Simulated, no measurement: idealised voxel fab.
Herein follows the process module entitled voxel capacitor over wiring.
The figure presents cross-section cut, which has a width of 270 nm and is divided into square cells with an edge length of 5 nm.
We lay out every cross-section as a grid of square cells and spell it out in bands from the top down, where one band means one or more rows of cells. Read a band's entry like this: the first values are the height of its top and the height of its bottom in nm, and what follows is the sequence of materials from left to right, each with its width in nm. Note that "empty" is empty space, and that a single material marked "edge to edge" reaches across the band from edge to edge. Height datum 0, below which the as-received substrate wafer is one material. Lowest band open at the bottom, running downward: "0 nm and below". Width "30->40": first value at the band's top row of cells, second value at its bottom row, equal change from row to row. Step note "no change occurred" = no cross-section cell changed. "Closed cavity list" enumerates empty spaces isolated from the top, with no open way to it, that contain at least 8 cells, giving each as width x height at distance from the left edge, all three in nm. Whatever follows a step's settings on its line is a remark the simulator itself makes about that step. If you see "overlay nm" on a step's line and that step has a mask, it's telling you how far right of where it was planned the mask ended up; a negative number means it went left instead.
BELOW IS THE LIST OF PLANNED PROCESS STEPS
1. RECEIVE, material Si
2. CONFORMAL_DEP, material SiO2, thk nm 10
3. CONFORMAL_DEP, material SiN, thk nm 5
4. DIRECTIONAL_DEP, material SiO2, thk nm 20
5. MASKED_ETCH, tone open, mask id METAL_1, width nm 20, pitch nm 85, etch materials SiO2, depth nm 20, overlay nm 0
6. MASKED_ETCH, tone open, mask id METAL_1, width nm 20, pitch nm 85, etch materials SiN, depth nm 5, overlay nm 0
7. CONFORMAL_DEP, material TiN, thk nm 5
8. FILL_DEP, material Cu, thk nm 10
9. CMP, height nm 35
10. CONFORMAL_DEP, material SiCN, thk nm 5
11. DIRECTIONAL_DEP, material lowk, thk nm 20
12. DIRECTIONAL_DEP, material aC, thk nm 15
13. PATTERN, tone open, mask id PLUG_1, material resist, width nm 15, thk nm 35, overlay nm 0
14. DIRECTIONAL_ETCH, etch materials aC, depth nm 15
15. STRIP, etch materials resist
16. DIRECTIONAL_ETCH, etch materials lowk, depth nm 20
17. DIRECTIONAL_ETCH, etch materials SiCN, depth nm 5
18. STRIP, etch materials aC
19. CONFORMAL_DEP, material TiN, thk nm 5
20. FILL_DEP, material Ru, thk nm 5
21. CMP, height nm 60
22. DIRECTIONAL_DEP, material TiN, thk nm 10
23. DIRECTIONAL_DEP, material HfO2, thk nm 5
24. DIRECTIONAL_DEP, material TiN, thk nm 5
25. DIRECTIONAL_DEP, material aC, thk nm 10
26. PATTERN, tone cover, mask id UPPER_PLATE, material resist, width nm 70, thk nm 25, overlay nm 0
27. DIRECTIONAL_ETCH, etch materials aC, depth nm 10
28. STRIP, etch materials resist
29. DIRECTIONAL_ETCH, etch materials TiN, depth nm 5
30. DIRECTIONAL_ETCH, etch materials HfO2, depth nm 5
31. STRIP, etch materials aC
32. DIRECTIONAL_DEP, material aC, thk nm 15
33. PATTERN, tone cover, mask id LOWER_PLATE, material resist, width nm 80, thk nm 30, overlay nm 0
34. DIRECTIONAL_ETCH, etch materials aC, depth nm 15
35. STRIP, etch materials resist
36. DIRECTIONAL_ETCH, etch materials TiN, depth nm 10
37. STRIP, etch materials aC
38. FILL_DEP, material SiO2, thk nm 20
39. CMP, height nm 95
40. PATTERN, tone open, mask id PLUG_2, material resist, width nm 15, thk nm 15, overlay nm 0
41. DIRECTIONAL_ETCH, etch materials SiO2, depth nm 15
42. STRIP, etch materials resist
43. CONFORMAL_DEP, material TiN, thk nm 5
44. FILL_DEP, material Cu, thk nm 10
45. CMP, height nm 95
46. CONFORMAL_DEP, material SiCN, thk nm 5
WAFER AT RECEIPT (POST STEP 1), CROSS-SECTION
    0 nm and below | Si edge to edge
    Closed cavity list: none
POST-MODULE CROSS-SECTION OF THE FIRST OF TWO WAFERS (RUN PER PLAN)
    100 nm to 95 nm | SiCN edge to edge
    95 nm to 85 nm | SiO2 95 nm; TiN 5 nm; Cu 5 nm; TiN 5 nm; SiO2 160 nm
    85 nm to 75 nm | SiO2 95->85 nm; TiN 15->70 nm; SiO2 160->115 nm
    75 nm to 70 nm | SiO2 85 nm; HfO2 70 nm; SiO2 115 nm
    70 nm to 60 nm | SiO2 80 nm; TiN 80 nm; SiO2 110 nm
    60 nm to 40 nm | lowk 85 nm; TiN 5 nm; Ru 5 nm; TiN 5 nm; lowk 170 nm
    40 nm to 35 nm | SiCN 85 nm; TiN 15 nm; SiCN 170 nm
    35 nm to 15 nm | SiO2 80 nm; TiN 5 nm; Cu 10 nm; TiN 5 nm; SiO2 65 nm; TiN 5 nm; Cu 10 nm; TiN 5 nm; SiO2 85 nm
    15 nm to 10 nm | SiN 80 nm; TiN 20 nm; SiN 65 nm; TiN 20 nm; SiN 85 nm
    10 nm to 0 nm | SiO2 edge to edge
    0 nm and below | Si edge to edge
    Closed cavity list: none
CROSS-SECTION AT END OF MODULE FOR THE SECOND WAFER OF TWO, WHICH MATCHED THE FIRST IN STARTING POINT AND PLAN AND DIFFERED BY ONE MISTAKE IN ITS PROCESSING
    100 nm to 95 nm | SiCN edge to edge
    95 nm to 85 nm | SiO2 95 nm; TiN 5 nm; Cu 5 nm; TiN 5 nm; SiO2 160 nm
    85 nm to 75 nm | SiO2 95->85 nm; TiN 15->70 nm; SiO2 160->115 nm
    75 nm to 70 nm | SiO2 85 nm; HfO2 70 nm; SiO2 115 nm
    70 nm to 60 nm | SiO2 80 nm; TiN 80 nm; SiO2 110 nm
    60 nm to 40 nm | lowk 85 nm; TiN 5 nm; Ru 5 nm; TiN 5 nm; lowk 170 nm
    40 nm to 35 nm | SiCN 85 nm; TiN 15 nm; SiCN 170 nm
    35 nm to 20 nm | SiO2 80 nm; TiN 5 nm; Cu 15 nm; TiN 5 nm; SiO2 60 nm; TiN 5 nm; Cu 15 nm; TiN 5 nm; SiO2 80 nm
    20 nm to 15 nm | SiO2 80 nm; TiN 5 nm; Cu 10 nm; TiN 10 nm; SiO2 60 nm; TiN 5 nm; Cu 10 nm; TiN 10 nm; SiO2 80 nm
    15 nm to 10 nm | SiN 80 nm; TiN 20 nm; SiN 65 nm; TiN 20 nm; SiN 85 nm
    10 nm to 0 nm | SiO2 edge to edge
    0 nm and below | Si edge to edge
    Closed cavity list: none
Which mistake was made when the wafer was run? step 5 ran differently from the plan; actual operation with settings: MASKED_ETCH, tone open, mask id METAL_1, width nm 25, pitch nm 85, etch materials SiO2, depth nm 20, overlay nm 0
Bottom line after processing is that, in cells, the second wafer is up or down on some materials versus the first: 6 more of Cu; 8 fewer of SiO2; 2 more of TiN
